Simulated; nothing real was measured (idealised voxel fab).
Documented hereafter: the process module known as voxel spacer lines.
160 nm wide, 5 nm square cells: that's cross-section cut.
Throughout this document, each cross-section is represented as a grid of square cells and is presented as a sequence of bands enumerated from the top downward, where a band comprises one or more rows of cells.
Within each band entry, the heights of the top and of the bottom of the band appear first, in that order and in nm; the materials of the band then follow from left to right, each with its corresponding width in nm. The designation "all across" on a single material indicates that it fills the band from edge to edge; the designation "blank" indicates empty space.
Ref level 0: as-received wafer is one material below here. Bottom band extends down with no lower bound ("0..down").
The two numbers in a width such as "30->40" mark its ends across the band: the first belongs to the top row of cells, the second to the bottom row, and from each row to the next the width moves by the same amount.
"everything unchanged", as given for a step, is the statement that not any cell of the cross-section underwent a change during that step.
"Closed cavities": sealed empty spaces, 8 cells or more, no open way to top, listed width x height at distance, with distance from the left edge and width, height and distance in nm.
If you see something after the settings on a step's line, that's the simulator's own remark about that step.
Steps that use a mask can have "overlay nm" on their line. It says how far the mask sat to the right of where it was meant to be. Negative means to the left.
[The following list gives the planned process steps]
1. RECEIVE | material Si
2. CONFORMAL_DEP | material Al2O3 | thk nm 5
3. DIRECTIONAL_DEP | material polySi | thk nm 20
4. DIRECTIONAL_DEP | material aC | thk nm 20
5. PATTERN | tone cover | mask id MANDREL | material resist | width nm 15 | pitch nm 80 | thk nm 30 | overlay nm 0
6. DIRECTIONAL_ETCH | etch materials aC | depth nm 20
7. STRIP | etch materials resist
8. CONFORMAL_DEP | material SiN | thk nm 15
9. DIRECTIONAL_ETCH | etch materials SiN | depth nm 15
10. STRIP | etch materials aC
11. DIRECTIONAL_ETCH | etch materials polySi | depth nm 20
12. STRIP | etch materials SiN
The plan shows the width nm of step 5 as the first wafer had it; this setting differs between the wafers, which start out alike.
[First of several wafers, received after step 1, in cross-section]
  0..down | Si all across
  Closed cavities: none
[End of module: cross-section of the first of several wafers after step 12, the last step]
  25..5 | blank: 15, polySi: 15, blank: 15, polySi: 15, blank: 35, polySi: 15, blank: 15, polySi: 15, blank: 20
  5..0 | Al2O3 all across
  0..down | Si all across
  Closed cavities: none
[So this is the cross-section on the last wafer at the end of the module]
  25..5 | blank: 5, polySi: 15, blank: 40, polySi: 15, blank: 10, polySi: 15, blank: 40, polySi: 15, blank: 5
  5..0 | Al2O3 all across
  0..down | Si all across
  Closed cavities: none
[For your reference, the table is organized with a row per wafer; each row reflects the wafer at the end of the module, indicating for each material the cells gained (+) or lost (-) since receipt, and thereafter its closed voids]
width nm 15 | +32 Al2O3 | +48 polySi | Closed cavities: none
width nm 20 | +32 Al2O3 | +48 polySi | Closed cavities: none
width nm 25 | +32 Al2O3 | +48 polySi | Closed cavities: none
width nm 30 | +32 Al2O3 | +48 polySi | Closed cavities: none
width nm 35 | +32 Al2O3 | +48 polySi | Closed cavities: none
width nm 40 | +32 Al2O3 | +48 polySi | Closed cavities: none
